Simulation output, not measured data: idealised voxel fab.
process module | voxel wiring stack
cross-section cut | 200 nm wide | cells 5 nm
A cross-section is a grid of square cells, given in bands from the top down. A band is one or more rows of cells.
Each band's line starts with the height of the band's top and of its bottom, in nm. Then come its materials from left to right, each with its width in nm. One material with "throughout" fills the band from edge to edge. "air" is empty space.
Height 0 is the level under which the wafer as received is all one material. The lowest band goes on downwards, as in "0 down".
A width such as "30 to 40" changes by the same amount from each row of cells to the next, from the band's top row to its bottom row.
"no change" after a step means that no cell of the cross-section changed.
closed voids: empty space of 8 cells or more with no open way to the top, each as width x height at its distance from the left edge, in nm
after a step's settings: what the simulator itself notes on the step
overlay nm, on a step with a mask: how far to the right of its planned place the mask lay; to the left if negative
plan
1 op RECEIVE | material Si
2 op CONFORMAL_DEP | material SiO2 | thk nm 15
3 op DIRECTIONAL_DEP | material TiN | thk nm 5
4 op DIRECTIONAL_DEP | material Ru | thk nm 15
5 op MASKED_ETCH | tone cover | mask id METAL_1 | width nm 30 | pitch nm 60 | etch materials Ru | depth nm 15 | overlay nm 0
6 op MASKED_ETCH | tone cover | mask id METAL_1 | width nm 30 | pitch nm 60 | etch materials TiN | depth nm 5 | overlay nm 0
7 op FILL_DEP | material lowk | thk nm 5
8 op CMP | height nm 35
9 op CONFORMAL_DEP | material SiCN | thk nm 5
10 op DIRECTIONAL_DEP | material lowk | thk nm 20
11 op PATTERN | tone open | mask id PLUG_1 | material resist | width nm 15 | pitch nm 60 | thk nm 15 | overlay nm 0
12 op DIRECTIONAL_ETCH | etch materials lowk | depth nm 20
13 op DIRECTIONAL_ETCH | etch materials SiCN | depth nm 5
14 op STRIP | etch materials resist
15 op CONFORMAL_DEP | material TiN | thk nm 5
16 op FILL_DEP | material Cu | thk nm 5
17 op CMP | height nm 60
18 op DIRECTIONAL_DEP | material TiN | thk nm 5
19 op DIRECTIONAL_DEP | material W | thk nm 15
20 op PATTERN | tone cover | mask id METAL_2 | material resist | width nm 30 | pitch nm 60 | thk nm 20 | overlay nm 0
21 op DIRECTIONAL_ETCH | etch materials W | depth nm 15
22 op DIRECTIONAL_ETCH | etch materials TiN | depth nm 5
23 op STRIP | etch materials resist
24 op CONFORMAL_DEP | material SiCN | thk nm 5
25 op FILL_DEP | material lowk | thk nm 10
26 op CMP | height nm 80
27 op CONFORMAL_DEP | material SiCN | thk nm 5
28 op DIRECTIONAL_DEP | material SiO2 | thk nm 20
29 op MASKED_ETCH | tone open | mask id PLUG_2 | width nm 15 | pitch nm 60 | etch materials SiO2 | depth nm 20 | overlay nm 0
30 op MASKED_ETCH | tone open | mask id PLUG_2 | width nm 15 | pitch nm 60 | etch materials SiCN | depth nm 5 | overlay nm 0
31 op EPI | material Ru | thk nm 10
32 op EPI | material Ru | thk nm 10
33 op EPI | material Ru | thk nm 5
34 op DIRECTIONAL_DEP | material TiN | thk nm 5
35 op DIRECTIONAL_DEP | material W | thk nm 25
36 op MASKED_ETCH | tone cover | mask id METAL_3 | width nm 30 | pitch nm 60 | etch materials W | depth nm 25 | overlay nm 0
37 op MASKED_ETCH | tone cover | mask id METAL_3 | width nm 30 | pitch nm 60 | etch materials TiN | depth nm 5 | overlay nm 0
38 op CONFORMAL_DEP | material SiN | thk nm 5
39 op FILL_DEP | material lowk | thk nm 10
40 op CMP | height nm 135
41 op CONFORMAL_DEP | material SiN | thk nm 5
first wafer, as planned
as received, after step 1
  0 down: Si throughout
  closed voids: none
after step 2
  15 to 0: SiO2 throughout
  below 0: unchanged
after step 3
  20 to 15: TiN throughout
  below 15: unchanged
after step 4
  35 to 20: Ru throughout
  below 20: unchanged
after step 5
  35 to 20: air 55 | Ru 30 | air 30 | Ru 30 | air 55
  below 20: unchanged
after step 6
  35 to 20: air 55 | Ru 30 | air 30 | Ru 30 | air 55
  20 to 15: air 55 | TiN 30 | air 30 | TiN 30 | air 55
  below 15: unchanged
after step 7
  40 to 35: lowk throughout
  35 to 20: lowk 55 | Ru 30 | lowk 30 | Ru 30 | lowk 55
  20 to 15: lowk 55 | TiN 30 | lowk 30 | TiN 30 | lowk 55
  below 15: unchanged
after step 8
  35 to 20: lowk 55 | Ru 30 | lowk 30 | Ru 30 | lowk 55
  below 20: unchanged
after step 9
  40 to 35: SiCN throughout
  below 35: unchanged
after step 10
  60 to 40: lowk throughout
  below 40: unchanged
after step 11
  75 to 60: resist 55 | air 15 | resist 45 | air 15 | resist 70
  below 60: unchanged
after step 12
  75 to 60: resist 55 | air 15 | resist 45 | air 15 | resist 70
  60 to 40: lowk 55 | air 15 | lowk 45 | air 15 | lowk 70
  below 40: unchanged
after step 13
  75 to 60: resist 55 | air 15 | resist 45 | air 15 | resist 70
  60 to 40: lowk 55 | air 15 | lowk 45 | air 15 | lowk 70
  40 to 35: SiCN 55 | air 15 | SiCN 45 | air 15 | SiCN 70
  below 35: unchanged
after step 14
  60 to 40: lowk 55 | air 15 | lowk 45 | air 15 | lowk 70
  below 40: unchanged
after step 15
  65 to 60: TiN 60 | air 5 | TiN 55 | air 5 | TiN 75
  60 to 40: lowk 55 | TiN 5 | air 5 | TiN 5 | lowk 45 | TiN 5 | air 5 | TiN 5 | lowk 70
  40 to 35: SiCN 55 | TiN 15 | SiCN 45 | TiN 15 | SiCN 70
  below 35: unchanged
after step 16
  70 to 65: Cu throughout
  65 to 60: TiN 60 | Cu 5 | TiN 55 | Cu 5 | TiN 75
  60 to 40: lowk 55 | TiN 5 | Cu 5 | TiN 5 | lowk 45 | TiN 5 | Cu 5 | TiN 5 | lowk 70
  below 40: unchanged
after step 17
  60 to 40: lowk 55 | TiN 5 | Cu 5 | TiN 5 | lowk 45 | TiN 5 | Cu 5 | TiN 5 | lowk 70
  below 40: unchanged
after step 18
  65 to 60: TiN throughout
  below 60: unchanged
after step 19
  80 to 65: W throughout
  below 65: unchanged
after step 20
  100 to 80: air 55 | resist 30 | air 30 | resist 30 | air 55
  below 80: unchanged
after step 21
  100 to 80: air 55 | resist 30 | air 30 | resist 30 | air 55
  80 to 65: air 55 | W 30 | air 30 | W 30 | air 55
  below 65: unchanged
after step 22
  100 to 80: air 55 | resist 30 | air 30 | resist 30 | air 55
  80 to 65: air 55 | W 30 | air 30 | W 30 | air 55
  65 to 60: air 55 | TiN 30 | air 30 | TiN 30 | air 55
  below 60: unchanged
after step 23
  80 to 65: air 55 | W 30 | air 30 | W 30 | air 55
  below 65: unchanged
after step 24
  85 to 80: air 50 | SiCN 40 | air 20 | SiCN 40 | air 50
  80 to 65: air 50 | SiCN 5 | W 30 | SiCN 5 | air 20 | SiCN 5 | W 30 | SiCN 5 | air 50
  65 to 60: SiCN 55 | TiN 30 | SiCN 30 | TiN 30 | SiCN 55
  below 60: unchanged
after step 25
  95 to 85: lowk throughout
  85 to 80: lowk 50 | SiCN 40 | lowk 20 | SiCN 40 | lowk 50
  80 to 65: lowk 50 | SiCN 5 | W 30 | SiCN 5 | lowk 20 | SiCN 5 | W 30 | SiCN 5 | lowk 50
  below 65: unchanged
after step 26
  80 to 65: lowk 50 | SiCN 5 | W 30 | SiCN 5 | lowk 20 | SiCN 5 | W 30 | SiCN 5 | lowk 50
  below 65: unchanged
after step 27
  85 to 80: SiCN throughout
  below 80: unchanged
after step 28
  105 to 85: SiO2 throughout
  below 85: unchanged
after step 29
  105 to 85: SiO2 55 | air 15 | SiO2 45 | air 15 | SiO2 70
  below 85: unchanged
after step 30
  105 to 85: SiO2 55 | air 15 | SiO2 45 | air 15 | SiO2 70
  85 to 80: SiCN 55 | air 15 | SiCN 45 | air 15 | SiCN 70
  below 80: unchanged
after step 31
  105 to 90: SiO2 55 | air 15 | SiO2 45 | air 15 | SiO2 70
  90 to 85: SiO2 55 | Ru 15 | SiO2 45 | Ru 15 | SiO2 70
  85 to 80: SiCN 55 | Ru 15 | SiCN 45 | Ru 15 | SiCN 70
  below 80: unchanged
after step 32
  105 to 100: SiO2 55 | air 15 | SiO2 45 | air 15 | SiO2 70
  100 to 85: SiO2 55 | Ru 15 | SiO2 45 | Ru 15 | SiO2 70
  below 85: unchanged
after step 33
  105 to 85: SiO2 55 | Ru 15 | SiO2 45 | Ru 15 | SiO2 70
  below 85: unchanged
after step 34
  110 to 105: TiN throughout
  below 105: unchanged
after step 35
  135 to 110: W throughout
  below 110: unchanged
after step 36
  135 to 110: air 55 | W 30 | air 30 | W 30 | air 55
  below 110: unchanged
after step 37
  135 to 110: air 55 | W 30 | air 30 | W 30 | air 55
  110 to 105: air 55 | TiN 30 | air 30 | TiN 30 | air 55
  below 105: unchanged
after step 38
  140 to 135: air 50 | SiN 40 | air 20 | SiN 40 | air 50
  135 to 110: air 50 | SiN 5 | W 30 | SiN 5 | air 20 | SiN 5 | W 30 | SiN 5 | air 50
  110 to 105: SiN 55 | TiN 30 | SiN 30 | TiN 30 | SiN 55
  below 105: unchanged
after step 39
  150 to 140: lowk throughout
  140 to 135: lowk 50 | SiN 40 | lowk 20 | SiN 40 | lowk 50
  135 to 110: lowk 50 | SiN 5 | W 30 | SiN 5 | lowk 20 | SiN 5 | W 30 | SiN 5 | lowk 50
  below 110: unchanged
after step 40
  135 to 110: lowk 50 | SiN 5 | W 30 | SiN 5 | lowk 20 | SiN 5 | W 30 | SiN 5 | lowk 50
  below 110: unchanged
after step 41
  140 to 135: SiN throughout
  below 135: unchanged
second wafer: like start, like plan, one mistake. Through step 26 it matches the first wafer
when step 27 should have ended
  95 to 80: SiCN throughout
  below 80: unchanged
when step 28 should have ended
  115 to 95: SiO2 throughout
  below 95: unchanged
when step 29 should have ended
  115 to 95: SiO2 55 | air 15 | SiO2 45 | air 15 | SiO2 70
  below 95: unchanged
when step 30 should have ended
  115 to 95: SiO2 55 | air 15 | SiO2 45 | air 15 | SiO2 70
  95 to 90: SiCN 55 | air 15 | SiCN 45 | air 15 | SiCN 70
  below 90: unchanged
when step 31 should have ended: no change
when step 32 should have ended: no change
when step 33 should have ended: no change
when step 34 should have ended
  120 to 115: TiN 55 | air 15 | TiN 45 | air 15 | TiN 70
  115 to 95: SiO2 55 | air 15 | SiO2 45 | air 15 | SiO2 70
  95 to 90: SiCN 55 | TiN 15 | SiCN 45 | TiN 15 | SiCN 70
  below 90: unchanged
when step 35 should have ended
  145 to 120: W 55 | air 15 | W 45 | air 15 | W 70
  120 to 115: TiN 55 | W 15 | TiN 45 | W 15 | TiN 70
  115 to 95: SiO2 55 | W 15 | SiO2 45 | W 15 | SiO2 70
  below 95: unchanged
when step 36 should have ended
  145 to 120: air 70 | W 15 | air 45 | W 15 | air 55
  below 120: unchanged
when step 37 should have ended
  145 to 120: air 70 | W 15 | air 45 | W 15 | air 55
  120 to 115: air 55 | W 15 | TiN 15 | air 30 | W 15 | TiN 15 | air 55
  below 115: unchanged
when step 38 should have ended
  150 to 145: air 65 | SiN 25 | air 35 | SiN 25 | air 50
  145 to 125: air 65 | SiN 5 | W 15 | SiN 5 | air 35 | SiN 5 | W 15 | SiN 5 | air 50
  125 to 120: air 50 | SiN 20 | W 15 | SiN 5 | air 20 | SiN 20 | W 15 | SiN 5 | air 50
  120 to 115: SiN 55 | W 15 | TiN 15 | SiN 30 | W 15 | TiN 15 | SiN 55
  below 115: unchanged
when step 39 should have ended
  160 to 150: lowk throughout
  150 to 145: lowk 65 | SiN 25 | lowk 35 | SiN 25 | lowk 50
  145 to 125: lowk 65 | SiN 5 | W 15 | SiN 5 | lowk 35 | SiN 5 | W 15 | SiN 5 | lowk 50
  125 to 120: lowk 50 | SiN 20 | W 15 | SiN 5 | lowk 20 | SiN 20 | W 15 | SiN 5 | lowk 50
  below 120: unchanged
when step 40 should have ended
  135 to 125: lowk 65 | SiN 5 | W 15 | SiN 5 | lowk 35 | SiN 5 | W 15 | SiN 5 | lowk 50
  below 125: unchanged
when step 41 should have ended
  140 to 135: SiN throughout
  below 135: unchanged
what went wrong: step 27 ran as: op CONFORMAL_DEP | material SiCN | thk nm 15
at the end the second wafer has, in cells: 30 fewer of Ru | 80 more of SiCN | 2 fewer of SiN | 12 fewer of W | 36 fewer of lowk
